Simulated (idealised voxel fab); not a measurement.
This section sets out a process module, namely voxel gate over fins.
Square cells of 5 nm make up the cross-section cut, whose width is 210 nm.
Format of a cross-section: grid, square cells. Given as bands. Order: top down. Band: one or more rows of cells.
Read a band's entry like this: the first values are the height of its top and the height of its bottom in nm, and what follows is the sequence of materials from left to right, each with its width in nm. Note that "air" is empty space, and that a single material marked "all across" reaches across the band from edge to edge.
Heights from 0 (as-received wafer is one material below). Bottom band endless downward, as "z 0 and below".
Graded width ("30 to 40"): value in top row of band = first number; value in bottom row = second number; row-to-row change constant.
A step reported as "no alteration" is a step in which no cell of the cross-section changed.
Empty spaces counting at least 8 cells and having no open way to the top are listed in "Closed voids list". The notation width x height at distance is used for each, the distance being from the left edge and all three values in nm.
That trailing text on a step's line, after the settings, is the simulator's own remark on the step.
overlay nm: where the mask lay relative to plan, measured to the right, on steps with a mask; negatives go left.

PLANNED PROCESS STEPS
| 1 | op RECEIVE | material Si |
| 2 | op CONFORMAL_DEP | material SiN | thk nm 10 |
| 3 | op MASKED_ETCH | tone cover | mask id FINS | width nm 15 | pitch nm 40 | etch materials SiN | depth nm 10 | overlay nm 0 |
| 4 | op MASKED_ETCH | tone cover | mask id FINS | width nm 15 | pitch nm 40 | etch materials Si | depth nm 35 | overlay nm 0 |
| 5 | op OXIDIZE | depth nm 5 |
| 6 | op FILL_DEP | material SiO2 | thk nm 15 |
| 7 | op CMP | height nm 10 |
| 8 | op SELECTIVE_ETCH | etch materials SiO2 | depth nm 20 |
| 9 | op STRIP | etch materials SiN |
| 10 | op CONFORMAL_DEP | material HfO2 | thk nm 5 |
| 11 | op CONFORMAL_DEP | material TiN | thk nm 5 |
| 12 | op FILL_DEP | material W | thk nm 15 |
| 13 | op CMP | height nm 20 |
| 14 | op CONFORMAL_DEP | material SiN | thk nm 5 |

WAFER AS RECEIVED: CROSS-SECTION FOLLOWING STEP 1
    z 0 and below = Si all across
    Closed voids list: none

HERE'S THE WAFER CUT IN CROSS-SECTION AFTER THE MODULE, STARTED AND PLANNED JUST LIKE ABOVE, EXCEPT ONE THING WAS DONE WRONG IN THE RUN
    z 25 to 20 = SiN all across
    z 20 to 10 = W all across
    z 10 to 5 = W (70), TiN (25), W (15), TiN (25), W (75)
    z 5 to 0 = W (65), TiN (10), HfO2 (15), TiN (10), W (5), TiN (10), HfO2 (15), TiN (10), W (70)
    z 0 to -5 = TiN (70), HfO2 (10), Si (5), HfO2 (10), TiN (15), HfO2 (10), Si (5), HfO2 (10), TiN (75)
    z -5 to -10 = HfO2 (75), Si (15), HfO2 (25), Si (15), HfO2 (80)
    z -10 to -40 = SiO2 (75), Si (15), SiO2 (25), Si (15), SiO2 (80)
    z -40 and below = Si all across
    Closed voids list: none
Against the plan, the run slipped here: heads up, step 4 didn't go per plan, it actually ran as op MASKED_ETCH | tone cover | mask id FINS | width nm 25 | pitch nm 40 | etch materials Si | depth nm 35 | overlay nm 0
